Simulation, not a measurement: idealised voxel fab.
Process module name: voxel air gaps
Section cut is 285 nm wide and gridded with 5 nm square cells.
Bands, listed from the top down, are how a cross-section gets written in this document; the cross-section itself is a grid of square cells, and a band is one or more rows of them. Band entry format. Leading values: height of top, height of bottom, nm. Remainder: materials in left-to-right order, each with its width in nm. Special words: "full width" on a single material, which then fills the band edge to edge; "air", empty space. Convention: height 0 is the level below which the wafer, as received, is all one material. The lowest band does not terminate at the bottom but continues downward, represented as "0 nm and below". A two-number width, for instance "30->40", indicates that the width is equal to the first number in the top row of the band and to the second number in the bottom row, and that it changes by a constant amount per row of cells. A step reported as "nothing altered" is a step in which no cell of the cross-section changed. Heads up: "Unvented voids" only lists the empty pockets with no open path to the top that are 8 cells or more, and it writes them as width x height at distance, distance from the left edge, in nm. Read whatever lies past the settings on a step's line as the simulator's own remark about the step. Regarding "overlay nm": on a step with a mask, it is the distance the mask lay to the right of its planned place; a negative value places it to the left.
[Process steps (planned)]
step 1: RECEIVE,material Si
step 2: CONFORMAL_DEP,material SiO2,thk nm 10
step 3: CONFORMAL_DEP,material SiCN,thk nm 5
step 4: DIRECTIONAL_DEP,material SiO2,thk nm 40
step 5: MASKED_ETCH,tone open,mask id LINES,width nm 25,pitch nm 50,etch materials SiO2,depth nm 40,overlay nm 0
step 6: CONFORMAL_DEP,material TiN,thk nm 5
step 7: FILL_DEP,material W,thk nm 10
step 8: CMP,height nm 55
step 9: EPI,material Ru,thk nm 10
step 10: SELECTIVE_ETCH,etch materials SiO2,depth nm 50
step 11: CONFORMAL_DEP,material SiCN,thk nm 5
[As-received wafer cross-section (after step 1)]
* 0 nm and below = Si full width
* Unvented voids: none
[First of two wafers: cross-section at end of module, run per plan]
* 70 nm to 65 nm = air (65), then SiCN (155), then air (65)
* 65 nm to 55 nm = air (65), then SiCN (5), then Ru (45), then SiCN (5), then Ru (45), then SiCN (5), then Ru (45), then SiCN (5), then air (65)
* 55 nm to 50 nm = air (65), then SiCN (15), then TiN (5), then W (15), then TiN (5), then SiCN (25), then TiN (5), then W (15), then TiN (5), then SiCN (25), then TiN (5), then W (15), then TiN (5), then SiCN (15), then air (65)
* 50 nm to 20 nm = air (75), then SiCN (5), then TiN (5), then W (15), then TiN (5), then SiCN (5), then air (15), then SiCN (5), then TiN (5), then W (15), then TiN (5), then SiCN (5), then air (15), then SiCN (5), then TiN (5), then W (15), then TiN (5), then SiCN (5), then air (75)
* 20 nm to 15 nm = SiCN (80), then TiN (25), then SiCN (25), then TiN (25), then SiCN (25), then TiN (25), then SiCN (80)
* 15 nm to 10 nm = SiCN full width
* 10 nm to 0 nm = SiO2 full width
* 0 nm and below = Si full width
* Unvented voids: 15 x 30 at 110; 15 x 30 at 160
[Wafer two (of two), end-of-module cross-section: start = wafer one, plan = wafer one, one run mistake]
* 70 nm to 65 nm = air (65), then SiCN (155), then air (65)
* 65 nm to 55 nm = air (65), then SiCN (5), then Ru (45), then SiCN (5), then Ru (45), then SiCN (5), then Ru (45), then SiCN (5), then air (65)
* 55 nm to 50 nm = air (65), then SiCN (15), then TiN (5), then W (15), then TiN (5), then SiCN (25), then TiN (5), then W (15), then TiN (5), then SiCN (25), then TiN (5), then W (15), then TiN (5), then SiCN (15), then air (65)
* 50 nm to 20 nm = air (75), then SiCN (5), then TiN (5), then W (15), then TiN (5), then SiCN (5), then air (15), then SiCN (5), then TiN (5), then W (15), then TiN (5), then SiCN (5), then air (15), then SiCN (5), then TiN (5), then W (15), then TiN (5), then SiCN (5), then air (75)
* 20 nm to 15 nm = air (75), then SiCN (5), then TiN (25), then SiCN (5), then air (15), then SiCN (5), then TiN (25), then SiCN (5), then air (15), then SiCN (5), then TiN (25), then SiCN (5), then air (75)
* 15 nm to 10 nm = air (75), then SiCN (15), then SiO2 (5), then SiCN (15), then air (15), then SiCN (15), then SiO2 (5), then SiCN (15), then air (15), then SiCN (15), then SiO2 (5), then SiCN (15), then air (75)
* 10 nm to 5 nm = SiCN (90), then SiO2 (5), then SiCN (45), then SiO2 (5), then SiCN (45), then SiO2 (5), then SiCN (90)
* 5 nm to 0 nm = SiCN full width
* 0 nm and below = Si full width
* Unvented voids: 15 x 40 at 110; 15 x 40 at 160
Which mistake was made when the wafer was run? mixed up steps 2 and 3 - ran each in the other's place
Looking at both finished wafers in cells, the second ends up ahead of or behind the first on some materials: +36 SiCN | -108 SiO2
